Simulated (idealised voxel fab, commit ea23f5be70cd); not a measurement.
Process module, titled voxel capacitor over wiring
Displayed cross-section: cut, width of 165 nm, square cells sized 5 nm.
The cross-sections in this document take the form of a grid made of square cells. They are written out as bands, in order from top to bottom. Each band consists of one or more rows of cells.
Quick guide to a band line: top height, bottom height (nm) up front; then every material left to right with its width in nm. Only one material and it's marked "everywhere"? Then it fills the band edge to edge. And "blank" just means empty space.
A quick word on heights: they are counted from 0, and under that level the wafer as it came to us is one material throughout. The lowest band is different from the rest in having no bottom; it simply continues downward, written as in "0 down".
Think of "30..40" as a width that walks from the first number to the second as you go down the band, top row to bottom row, taking equal-sized steps from row to row.
A step reported as "changes: none" is a step in which no cell of the cross-section changed.
Empty spaces counting at least 8 cells and having no open way to the top are listed in "Sealed internal cavities". The notation width x height at distance is used for each, the distance being from the left edge and all three values in nm.
Anything after a step's settings on that line? It's the simulator's own note about the step.
overlay nm: where the mask lay relative to plan, measured to the right, on steps with a mask; negatives go left.
## Planned step list for the process
1: RECEIVE with material Si
2: CONFORMAL_DEP with material SiO2, thk nm 10
3: CONFORMAL_DEP with material SiN, thk nm 5
4: DIRECTIONAL_DEP with material lowk, thk nm 20
5: DIRECTIONAL_DEP with material aC, thk nm 15
6: PATTERN with tone open, mask id METAL_1, material resist, width nm 20, pitch nm 90, thk nm 35, overlay nm 0
7: DIRECTIONAL_ETCH with etch materials aC, depth nm 15
8: STRIP with etch materials resist
9: DIRECTIONAL_ETCH with etch materials lowk, depth nm 20
10: DIRECTIONAL_ETCH with etch materials SiN, depth nm 5
11: STRIP with etch materials aC
12: CONFORMAL_DEP with material TiN, thk nm 5
13: FILL_DEP with material Cu, thk nm 5
14: CMP with height nm 35
15: CONFORMAL_DEP with material SiCN, thk nm 5
16: DIRECTIONAL_DEP with material lowk, thk nm 20
17: PATTERN with tone open, mask id PLUG_1, material resist, width nm 15, thk nm 15, overlay nm 0
18: DIRECTIONAL_ETCH with etch materials lowk, depth nm 20
19: DIRECTIONAL_ETCH with etch materials SiCN, depth nm 5
20: STRIP with etch materials resist
21: EPI with material Ru, thk nm 10
22: EPI with material Ru, thk nm 10
23: EPI with material Ru, thk nm 5
24: DIRECTIONAL_DEP with material TiN, thk nm 5
25: DIRECTIONAL_DEP with material HfO2, thk nm 5
26: DIRECTIONAL_DEP with material TiN, thk nm 5
27: MASKED_ETCH with tone cover, mask id UPPER_PLATE, width nm 75, etch materials TiN, depth nm 5, overlay nm 0
28: MASKED_ETCH with tone cover, mask id UPPER_PLATE, width nm 75, etch materials HfO2, depth nm 5, overlay nm 0
29: PATTERN with tone cover, mask id LOWER_PLATE, material resist, width nm 85, thk nm 20, overlay nm 0
30: DIRECTIONAL_ETCH with etch materials TiN, depth nm 5
31: STRIP with etch materials resist
32: FILL_DEP with material SiO2, thk nm 15
33: CMP with height nm 85
34: DIRECTIONAL_DEP with material aC, thk nm 10
35: PATTERN with tone open, mask id PLUG_2, material resist, width nm 15, thk nm 30, overlay nm 0
36: DIRECTIONAL_ETCH with etch materials aC, depth nm 10
37: STRIP with etch materials resist
38: DIRECTIONAL_ETCH with etch materials SiO2, depth nm 10
39: STRIP with etch materials aC
40: CONFORMAL_DEP with material TiN, thk nm 5
41: FILL_DEP with material Cu, thk nm 10
42: CMP with height nm 85
43: CONFORMAL_DEP with material SiCN, thk nm 5
## What follows covers the first of two wafers; it ran as planned
## Cross-section, incoming material, after step 1
	0 down: Si everywhere
	Sealed internal cavities: none
## Step 2 complete: cross-section through the wafer
	10 to 0: SiO2 everywhere
	Below 0, the layers are the same as they were.
## Step 3 complete: cross-section through the wafer
	15 to 10: SiN everywhere
	Below 10, the layers are the same as they were.
## Step 4 complete: cross-section through the wafer
	35 to 15: lowk everywhere
	Below 15, the layers are the same as they were.
## Step 5 complete: cross-section through the wafer
	50 to 35: aC everywhere
	Below 35, the layers are the same as they were.
## Step 6 complete: cross-section through the wafer
	85 to 50: 25 resist, 20 blank, 70 resist, 20 blank, 30 resist
	Below 50, the layers are the same as they were.
## Step 7 complete: cross-section through the wafer
	70 to 50: 25 resist, 20 blank, 70 resist, 20 blank, 30 resist
	50 to 35: 25 aC, 20 blank, 70 aC, 20 blank, 30 aC
	Below 35, the layers are the same as they were.
## Step 8 complete: cross-section through the wafer
	50 to 35: 25 aC, 20 blank, 70 aC, 20 blank, 30 aC
	Below 35, the layers are the same as they were.
## Step 9 complete: cross-section through the wafer
	50 to 35: 25 aC, 20 blank, 70 aC, 20 blank, 30 aC
	35 to 15: 25 lowk, 20 blank, 70 lowk, 20 blank, 30 lowk
	Below 15, the layers are the same as they were.
## Step 10 complete: cross-section through the wafer
	50 to 35: 25 aC, 20 blank, 70 aC, 20 blank, 30 aC
	35 to 15: 25 lowk, 20 blank, 70 lowk, 20 blank, 30 lowk
	15 to 10: 25 SiN, 20 blank, 70 SiN, 20 blank, 30 SiN
	Below 10, the layers are the same as they were.
## Step 11 complete: cross-section through the wafer
	35 to 15: 25 lowk, 20 blank, 70 lowk, 20 blank, 30 lowk
	Below 15, the layers are the same as they were.
## Step 12 complete: cross-section through the wafer
	40 to 35: 30 TiN, 10 blank, 80 TiN, 10 blank, 35 TiN
	35 to 15: 25 lowk, 5 TiN, 10 blank, 5 TiN, 70 lowk, 5 TiN, 10 blank, 5 TiN, 30 lowk
	15 to 10: 25 SiN, 20 TiN, 70 SiN, 20 TiN, 30 SiN
	Below 10, the layers are the same as they were.
## Step 13 complete: cross-section through the wafer
	45 to 40: Cu everywhere
	40 to 35: 30 TiN, 10 Cu, 80 TiN, 10 Cu, 35 TiN
	35 to 15: 25 lowk, 5 TiN, 10 Cu, 5 TiN, 70 lowk, 5 TiN, 10 Cu, 5 TiN, 30 lowk
	Below 15, the layers are the same as they were.
## Step 14 complete: cross-section through the wafer
	35 to 15: 25 lowk, 5 TiN, 10 Cu, 5 TiN, 70 lowk, 5 TiN, 10 Cu, 5 TiN, 30 lowk
	Below 15, the layers are the same as they were.
## Step 15 complete: cross-section through the wafer
	40 to 35: SiCN everywhere
	Below 35, the layers are the same as they were.
## Step 16 complete: cross-section through the wafer
	60 to 40: lowk everywhere
	Below 40, the layers are the same as they were.
## Step 17 complete: cross-section through the wafer
	75 to 60: 30 resist, 15 blank, 120 resist
	Below 60, the layers are the same as they were.
## Step 18 complete: cross-section through the wafer
	75 to 60: 30 resist, 15 blank, 120 resist
	60 to 40: 30 lowk, 15 blank, 120 lowk
	Below 40, the layers are the same as they were.
## Step 19 complete: cross-section through the wafer
	75 to 60: 30 resist, 15 blank, 120 resist
	60 to 40: 30 lowk, 15 blank, 120 lowk
	40 to 35: 30 SiCN, 15 blank, 120 SiCN
	Below 35, the layers are the same as they were.
## Step 20 complete: cross-section through the wafer
	60 to 40: 30 lowk, 15 blank, 120 lowk
	Below 40, the layers are the same as they were.
## Step 21 complete: cross-section through the wafer
	60 to 45: 30 lowk, 15 blank, 120 lowk
	45 to 40: 30 lowk, 15 Ru, 120 lowk
	40 to 35: 30 SiCN, 15 Ru, 120 SiCN
	Below 35, the layers are the same as they were.
## Step 22 complete: cross-section through the wafer
	60 to 55: 30 lowk, 15 blank, 120 lowk
	55 to 40: 30 lowk, 15 Ru, 120 lowk
	Below 40, the layers are the same as they were.
## Step 23 complete: cross-section through the wafer
	60 to 40: 30 lowk, 15 Ru, 120 lowk
	Below 40, the layers are the same as they were.
## Step 24 complete: cross-section through the wafer
	65 to 60: TiN everywhere
	Below 60, the layers are the same as they were.
## Step 25 complete: cross-section through the wafer
	70 to 65: HfO2 everywhere
	Below 65, the layers are the same as they were.
## Step 26 complete: cross-section through the wafer
	75 to 70: TiN everywhere
	Below 70, the layers are the same as they were.
## Step 27 complete: cross-section through the wafer
	75 to 70: 30 blank, 75 TiN, 60 blank
	Below 70, the layers are the same as they were.
## Step 28 complete: cross-section through the wafer
	75 to 70: 30 blank, 75 TiN, 60 blank
	70 to 65: 30 blank, 75 HfO2, 60 blank
	Below 65, the layers are the same as they were.
## Step 29 complete: cross-section through the wafer
	95 to 75: 25 blank, 85 resist, 55 blank
	75 to 70: 25 blank, 5 resist, 75 TiN, 5 resist, 55 blank
	70 to 65: 25 blank, 5 resist, 75 HfO2, 5 resist, 55 blank
	Below 65, the layers are the same as they were.
## Step 30 complete: cross-section through the wafer
	95 to 75: 25 blank, 85 resist, 55 blank
	75 to 70: 25 blank, 5 resist, 75 TiN, 5 resist, 55 blank
	70 to 65: 25 blank, 5 resist, 75 HfO2, 5 resist, 55 blank
	65 to 60: 25 blank, 85 TiN, 55 blank
	Below 60, the layers are the same as they were.
## Step 31 complete: cross-section through the wafer
	75 to 70: 30 blank, 75 TiN, 60 blank
	70 to 65: 30 blank, 75 HfO2, 60 blank
	Below 65, the layers are the same as they were.
## Step 32 complete: cross-section through the wafer
	90 to 75: SiO2 everywhere
	75 to 70: 30 SiO2, 75 TiN, 60 SiO2
	70 to 65: 30 SiO2, 75 HfO2, 60 SiO2
	65 to 60: 25 SiO2, 85 TiN, 55 SiO2
	Below 60, the layers are the same as they were.
## Step 33 complete: cross-section through the wafer
	85 to 75: SiO2 everywhere
	Below 75, the layers are the same as they were.
## Step 34 complete: cross-section through the wafer
	95 to 85: aC everywhere
	Below 85, the layers are the same as they were.
## Step 35 complete: cross-section through the wafer
	125 to 95: 40 resist, 15 blank, 110 resist
	Below 95, the layers are the same as they were.
## Step 36 complete: cross-section through the wafer
	115 to 95: 40 resist, 15 blank, 110 resist
	95 to 85: 40 aC, 15 blank, 110 aC
	Below 85, the layers are the same as they were.
## Step 37 complete: cross-section through the wafer
	95 to 85: 40 aC, 15 blank, 110 aC
	Below 85, the layers are the same as they were.
## Step 38 complete: cross-section through the wafer
	95 to 85: 40 aC, 15 blank, 110 aC
	85 to 75: 40 SiO2, 15 blank, 110 SiO2
	Below 75, the layers are the same as they were.
## Step 39 complete: cross-section through the wafer
	85 to 75: 40 SiO2, 15 blank, 110 SiO2
	Below 75, the layers are the same as they were.
## Step 40 complete: cross-section through the wafer
	90 to 85: 45 TiN, 5 blank, 115 TiN
	85 to 80: 40 SiO2, 5 TiN, 5 blank, 5 TiN, 110 SiO2
	80 to 70: 40..30 SiO2, 15..75 TiN, 110..60 SiO2
	Below 70, the layers are the same as they were.
## Step 41 complete: cross-section through the wafer
	100 to 90: Cu everywhere
	90 to 85: 45 TiN, 5 Cu, 115 TiN
	85 to 80: 40 SiO2, 5 TiN, 5 Cu, 5 TiN, 110 SiO2
	Below 80, the layers are the same as they were.
## Step 42 complete: cross-section through the wafer
	85 to 80: 40 SiO2, 5 TiN, 5 Cu, 5 TiN, 110 SiO2
	Below 80, the layers are the same as they were.
## Step 43 complete: cross-section through the wafer
	90 to 85: SiCN everywhere
	Below 85, the layers are the same as they were.
## The remaining wafer, second of the two, started like the first and was run to the same plan, except that one mistake was made along the way; the two coincide through step 3, inclusive
## What the second wafer looks like in cross-section when step 4 should have wrapped up
	35 to 15: Cu everywhere
	Below 15, the layers are the same as they were.
## What the second wafer looks like in cross-section when step 5 should have wrapped up
	50 to 35: aC everywhere
	Below 35, the layers are the same as they were.
## What the second wafer looks like in cross-section when step 6 should have wrapped up
	85 to 50: 25 resist, 20 blank, 70 resist, 20 blank, 30 resist
	Below 50, the layers are the same as they were.
## What the second wafer looks like in cross-section when step 7 should have wrapped up
	70 to 50: 25 resist, 20 blank, 70 resist, 20 blank, 30 resist
	50 to 35: 25 aC, 20 blank, 70 aC, 20 blank, 30 aC
	Below 35, the layers are the same as they were.
## What the second wafer looks like in cross-section when step 8 should have wrapped up
	50 to 35: 25 aC, 20 blank, 70 aC, 20 blank, 30 aC
	Below 35, the layers are the same as they were.
What the second wafer looks like in cross-section when step 9 should have wrapped up: changes: none
What the second wafer looks like in cross-section when step 10 should have wrapped up: changes: none
## What the second wafer looks like in cross-section when step 11 should have wrapped up
	35 to 15: Cu everywhere
	Below 15, the layers are the same as they were.
## What the second wafer looks like in cross-section when step 12 should have wrapped up
	40 to 35: TiN everywhere
	Below 35, the layers are the same as they were.
## What the second wafer looks like in cross-section when step 13 should have wrapped up
	45 to 40: Cu everywhere
	Below 40, the layers are the same as they were.
## What the second wafer looks like in cross-section when step 14 should have wrapped up
	35 to 15: Cu everywhere
	Below 15, the layers are the same as they were.
## What the second wafer looks like in cross-section when step 15 should have wrapped up
	40 to 35: SiCN everywhere
	Below 35, the layers are the same as they were.
## What the second wafer looks like in cross-section when step 16 should have wrapped up
	60 to 40: lowk everywhere
	Below 40, the layers are the same as they were.
## What the second wafer looks like in cross-section when step 17 should have wrapped up
	75 to 60: 30 resist, 15 blank, 120 resist
	Below 60, the layers are the same as they were.
## What the second wafer looks like in cross-section when step 18 should have wrapped up
	75 to 60: 30 resist, 15 blank, 120 resist
	60 to 40: 30 lowk, 15 blank, 120 lowk
	Below 40, the layers are the same as they were.
## What the second wafer looks like in cross-section when step 19 should have wrapped up
	75 to 60: 30 resist, 15 blank, 120 resist
	60 to 40: 30 lowk, 15 blank, 120 lowk
	40 to 35: 30 SiCN, 15 blank, 120 SiCN
	Below 35, the layers are the same as they were.
## What the second wafer looks like in cross-section when step 20 should have wrapped up
	60 to 40: 30 lowk, 15 blank, 120 lowk
	Below 40, the layers are the same as they were.
## What the second wafer looks like in cross-section when step 21 should have wrapped up
	60 to 45: 30 lowk, 15 blank, 120 lowk
	45 to 40: 30 lowk, 15 Ru, 120 lowk
	40 to 35: 30 SiCN, 15 Ru, 120 SiCN
	Below 35, the layers are the same as they were.
## What the second wafer looks like in cross-section when step 22 should have wrapped up
	60 to 55: 30 lowk, 15 blank, 120 lowk
	55 to 40: 30 lowk, 15 Ru, 120 lowk
	Below 40, the layers are the same as they were.
## What the second wafer looks like in cross-section when step 23 should have wrapped up
	60 to 40: 30 lowk, 15 Ru, 120 lowk
	Below 40, the layers are the same as they were.
## What the second wafer looks like in cross-section when step 24 should have wrapped up
	65 to 60: TiN everywhere
	Below 60, the layers are the same as they were.
## What the second wafer looks like in cross-section when step 25 should have wrapped up
	70 to 65: HfO2 everywhere
	Below 65, the layers are the same as they were.
## What the second wafer looks like in cross-section when step 26 should have wrapped up
	75 to 70: TiN everywhere
	Below 70, the layers are the same as they were.
## What the second wafer looks like in cross-section when step 27 should have wrapped up
	75 to 70: 30 blank, 75 TiN, 60 blank
	Below 70, the layers are the same as they were.
## What the second wafer looks like in cross-section when step 28 should have wrapped up
	75 to 70: 30 blank, 75 TiN, 60 blank
	70 to 65: 30 blank, 75 HfO2, 60 blank
	Below 65, the layers are the same as they were.
## What the second wafer looks like in cross-section when step 29 should have wrapped up
	95 to 75: 25 blank, 85 resist, 55 blank
	75 to 70: 25 blank, 5 resist, 75 TiN, 5 resist, 55 blank
	70 to 65: 25 blank, 5 resist, 75 HfO2, 5 resist, 55 blank
	Below 65, the layers are the same as they were.
## What the second wafer looks like in cross-section when step 30 should have wrapped up
	95 to 75: 25 blank, 85 resist, 55 blank
	75 to 70: 25 blank, 5 resist, 75 TiN, 5 resist, 55 blank
	70 to 65: 25 blank, 5 resist, 75 HfO2, 5 resist, 55 blank
	65 to 60: 25 blank, 85 TiN, 55 blank
	Below 60, the layers are the same as they were.
## What the second wafer looks like in cross-section when step 31 should have wrapped up
	75 to 70: 30 blank, 75 TiN, 60 blank
	70 to 65: 30 blank, 75 HfO2, 60 blank
	Below 65, the layers are the same as they were.
## What the second wafer looks like in cross-section when step 32 should have wrapped up
	90 to 75: SiO2 everywhere
	75 to 70: 30 SiO2, 75 TiN, 60 SiO2
	70 to 65: 30 SiO2, 75 HfO2, 60 SiO2
	65 to 60: 25 SiO2, 85 TiN, 55 SiO2
	Below 60, the layers are the same as they were.
## What the second wafer looks like in cross-section when step 33 should have wrapped up
	85 to 75: SiO2 everywhere
	Below 75, the layers are the same as they were.
## What the second wafer looks like in cross-section when step 34 should have wrapped up
	95 to 85: aC everywhere
	Below 85, the layers are the same as they were.
## What the second wafer looks like in cross-section when step 35 should have wrapped up
	125 to 95: 40 resist, 15 blank, 110 resist
	Below 95, the layers are the same as they were.
## What the second wafer looks like in cross-section when step 36 should have wrapped up
	115 to 95: 40 resist, 15 blank, 110 resist
	95 to 85: 40 aC, 15 blank, 110 aC
	Below 85, the layers are the same as they were.
## What the second wafer looks like in cross-section when step 37 should have wrapped up
	95 to 85: 40 aC, 15 blank, 110 aC
	Below 85, the layers are the same as they were.
## What the second wafer looks like in cross-section when step 38 should have wrapped up
	95 to 85: 40 aC, 15 blank, 110 aC
	85 to 75: 40 SiO2, 15 blank, 110 SiO2
	Below 75, the layers are the same as they were.
## What the second wafer looks like in cross-section when step 39 should have wrapped up
	85 to 75: 40 SiO2, 15 blank, 110 SiO2
	Below 75, the layers are the same as they were.
## What the second wafer looks like in cross-section when step 40 should have wrapped up
	90 to 85: 45 TiN, 5 blank, 115 TiN
	85 to 80: 40 SiO2, 5 TiN, 5 blank, 5 TiN, 110 SiO2
	80 to 70: 40..30 SiO2, 15..75 TiN, 110..60 SiO2
	Below 70, the layers are the same as they were.
## What the second wafer looks like in cross-section when step 41 should have wrapped up
	100 to 90: Cu everywhere
	90 to 85: 45 TiN, 5 Cu, 115 TiN
	85 to 80: 40 SiO2, 5 TiN, 5 Cu, 5 TiN, 110 SiO2
	Below 80, the layers are the same as they were.
## What the second wafer looks like in cross-section when step 42 should have wrapped up
	85 to 80: 40 SiO2, 5 TiN, 5 Cu, 5 TiN, 110 SiO2
	Below 80, the layers are the same as they were.
## What the second wafer looks like in cross-section when step 43 should have wrapped up
	90 to 85: SiCN everywhere
	Below 85, the layers are the same as they were.
Processing error: step 4 changed vs plan, executed as DIRECTIONAL_DEP with material Cu, thk nm 20
Final difference in cells, second wafer against first, listed per material as more or fewer: Cu: 116 more; SiN: 8 more; TiN: 24 fewer; lowk: 100 fewer
